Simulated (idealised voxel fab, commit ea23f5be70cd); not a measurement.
Documented hereafter: the process module known as voxel ribs on slabs.
For reference, the cross-section in this document is cut, with width 300 nm and square cells of 5 nm.
If you're reading a cross-section in this doc, picture square cells in a grid; it comes to you as bands, top ones listed first down to the bottom, and a band can be one or more rows of cells. Read a band's entry like this: the first values are the height of its top and the height of its bottom in nm, and what follows is the sequence of materials from left to right, each with its width in nm. Note that "empty" is empty space, and that a single material marked "edge to edge" reaches across the band from edge to edge. Convention: height 0 is the level below which the wafer, as received, is all one material. The lowest band does not terminate at the bottom but continues downward, represented as "top 0, no bottom". The width entry "30..40" should be interpreted row by row: the top row of cells in the band takes the first number, the bottom row takes the second number, and the change between adjacent rows is uniform throughout. Step marked "left unchanged"? Then no cell in the cross-section changed in it. Each empty space that has no open way to the top and spans at least 8 cells appears under "Sealed void listing" as width x height at distance, the distance counted from the left edge, all in nm. Anything after a step's settings on that line? It's the simulator's own note about the step. Regarding "overlay nm": on a step with a mask, it is the distance the mask lay to the right of its planned place; a negative value places it to the left.
## List of planned process steps
step 1: RECEIVE (material Si)
step 2: DIRECTIONAL_DEP (material SiO2; thk nm 30)
step 3: DIRECTIONAL_DEP (material SiN; thk nm 25)
step 4: MASKED_ETCH (tone cover; mask id RIB; width nm 20; etch materials SiN; depth nm 20; overlay nm 0)
step 5: MASKED_ETCH (tone cover; mask id SLAB; width nm 60; etch materials SiN; depth nm 5; overlay nm 0)
step 6: FILL_DEP (material SiO2; thk nm 25)
step 7: CMP (height nm 75)
step 8: DIRECTIONAL_DEP (material W; thk nm 5)
step 9: MASKED_ETCH (tone cover; mask id HEATER; width nm 30; etch materials W; depth nm 5; overlay nm 0)
step 10: CONFORMAL_DEP (material SiO2; thk nm 5)
## first wafer, as planned
## Step 1 complete: cross-section of the wafer as received
    top 0, no bottom  Si edge to edge
    Sealed void listing: none
## Cross-sectional representation of the wafer at the conclusion of step 2
    top 30, bottom 0  SiO2 edge to edge
    Below 0 it's all the same as before, nothing changed down there.
## Cross-sectional representation of the wafer at the conclusion of step 3
    top 55, bottom 30  SiN edge to edge
    Below 30 it's all the same as before, nothing changed down there.
## Cross-sectional representation of the wafer at the conclusion of step 4
    top 55, bottom 35  empty 140 nm | SiN 20 nm | empty 140 nm
    Below 35 it's all the same as before, nothing changed down there.
## Cross-sectional representation of the wafer at the conclusion of step 5
    top 55, bottom 35  empty 140 nm | SiN 20 nm | empty 140 nm
    top 35, bottom 30  empty 120 nm | SiN 60 nm | empty 120 nm
    Below 30 it's all the same as before, nothing changed down there.
## Cross-sectional representation of the wafer at the conclusion of step 6
    top 80, bottom 55  SiO2 edge to edge
    top 55, bottom 35  SiO2 140 nm | SiN 20 nm | SiO2 140 nm
    top 35, bottom 30  SiO2 120 nm | SiN 60 nm | SiO2 120 nm
    Below 30 it's all the same as before, nothing changed down there.
## Cross-sectional representation of the wafer at the conclusion of step 7
    top 75, bottom 55  SiO2 edge to edge
    Below 55 it's all the same as before, nothing changed down there.
## Cross-sectional representation of the wafer at the conclusion of step 8
    top 80, bottom 75  W edge to edge
    Below 75 it's all the same as before, nothing changed down there.
## Cross-sectional representation of the wafer at the conclusion of step 9
    top 80, bottom 75  empty 135 nm | W 30 nm | empty 135 nm
    Below 75 it's all the same as before, nothing changed down there.
## Cross-sectional representation of the wafer at the conclusion of step 10
    top 85, bottom 80  empty 130 nm | SiO2 40 nm | empty 130 nm
    top 80, bottom 75  SiO2 135 nm | W 30 nm | SiO2 135 nm
    Below 75 it's all the same as before, nothing changed down there.
## Wafer two. Identical start, identical plan. One mistake in execution. Identical history through step 3
## Cross-section of the second wafer corresponding to the planned conclusion of step 4
    top 55, bottom 35  SiN 140 nm | empty 20 nm | SiN 140 nm
    Below 35 it's all the same as before, nothing changed down there.
## Cross-section of the second wafer corresponding to the planned conclusion of step 5
    top 55, bottom 50  empty 120 nm | SiN 20 nm | empty 20 nm | SiN 20 nm | empty 120 nm
    Below 50 it's all the same as before, nothing changed down there.
## Cross-section of the second wafer corresponding to the planned conclusion of step 6
    top 80, bottom 55  SiO2 edge to edge
    top 55, bottom 50  SiO2 120 nm | SiN 20 nm | SiO2 20 nm | SiN 20 nm | SiO2 120 nm
    top 50, bottom 35  SiN 140 nm | SiO2 20 nm | SiN 140 nm
    Below 35 it's all the same as before, nothing changed down there.
## Cross-section of the second wafer corresponding to the planned conclusion of step 7
    top 75, bottom 55  SiO2 edge to edge
    Below 55 it's all the same as before, nothing changed down there.
## Cross-section of the second wafer corresponding to the planned conclusion of step 8
    top 80, bottom 75  W edge to edge
    Below 75 it's all the same as before, nothing changed down there.
## Cross-section of the second wafer corresponding to the planned conclusion of step 9
    top 80, bottom 75  empty 135 nm | W 30 nm | empty 135 nm
    Below 75 it's all the same as before, nothing changed down there.
## Cross-section of the second wafer corresponding to the planned conclusion of step 10
    top 85, bottom 80  empty 130 nm | SiO2 40 nm | empty 130 nm
    top 80, bottom 75  SiO2 135 nm | W 30 nm | SiO2 135 nm
    Below 75 it's all the same as before, nothing changed down there.
Here's what went sideways: step 4 deviated from plan and actually ran as MASKED_ETCH (tone open; mask id RIB; width nm 20; etch materials SiN; depth nm 20; overlay nm 0)
Looking at both finished wafers in cells, the second ends up ahead of or behind the first on some materials: SiN: 208 more | SiO2: 208 fewer
